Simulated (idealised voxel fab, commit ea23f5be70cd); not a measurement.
process module | voxel spacer lines
Square cell edge 5 nm, section width 245 nm, ID cut.
Heads up, the way a cross-section reads in here is a grid of square cells, handed over as bands from the top down, with every band being one or more rows of cells. The entry gives the band's vertical extent as a top height and a bottom height in nm, then its horizontal make-up as materials from left to right, each with a width in nm. "air" stands for empty space; a single material marked "full width" fills the band edge to edge. The reference from which all heights are counted is 0, the level beneath which the as-received wafer is entirely one material; the lowest band, having no lower bound, proceeds downward and is written after the example "z 0 and below". It should be noted that a width expressed as "30..40" varies in equal increments from row to row of cells within the band, taking the value of the first number at the top row and that of the second number at the bottom row. "stayed the same" -> step changed no cross-section cell. The list in "Cavities, sealed" covers empty spaces of 8 cells or more that cannot reach the top through any open way, and it gives each as width x height at distance; the distance is from the left edge, and width, height and distance are in nm. On each step's line, the part that comes after the settings is the simulator's own comment on the step. A step line may carry the setting "overlay nm", which, for steps involving a mask, states the distance by which the mask lay to the right of its intended position; negative values denote displacement to the left.

The following list gives the planned process steps:
1. RECEIVE | material Si
2. CONFORMAL_DEP | material Al2O3 | thk nm 5
3. DIRECTIONAL_DEP | material W | thk nm 20
4. DIRECTIONAL_DEP | material aC | thk nm 25
5. PATTERN | tone cover | mask id MANDREL | material resist | width nm 25 | pitch nm 70 | thk nm 30 | overlay nm 0
6. DIRECTIONAL_ETCH | etch materials aC | depth nm 25
7. STRIP | etch materials resist
8. CONFORMAL_DEP | material SiO2 | thk nm 10
9. DIRECTIONAL_ETCH | etch materials SiO2 | depth nm 10
10. STRIP | etch materials aC
11. DIRECTIONAL_ETCH | etch materials W | depth nm 20
12. STRIP | etch materials SiO2

Delivered wafer in cross-section: state after step 1:
> z 0 and below: Si full width
> Cavities, sealed: none

First wafer of two, sectioned at end of module; run went per plan:
> z 25 to 5: air: 65; W: 10; air: 25; W: 10; air: 25; W: 10; air: 25; W: 10; air: 65
> z 5 to 0: Al2O3 full width
> z 0 and below: Si full width
> Cavities, sealed: none

Cross-section, second wafer: same start as the first, same plan as the first, one mistake in running it; taken at the end of the module:
> z 45 to 25: air: 65; W: 10; air: 25; W: 10; air: 25; W: 10; air: 25; W: 10; air: 65
> z 25 to 5: W full width
> z 5 to 0: Al2O3 full width
> z 0 and below: Si full width
> Cavities, sealed: none
Nonconformance to the process plan: plan step 3 was conducted twice
Looking at both finished wafers in cells, the second ends up ahead of or behind the first on some materials: +196 W
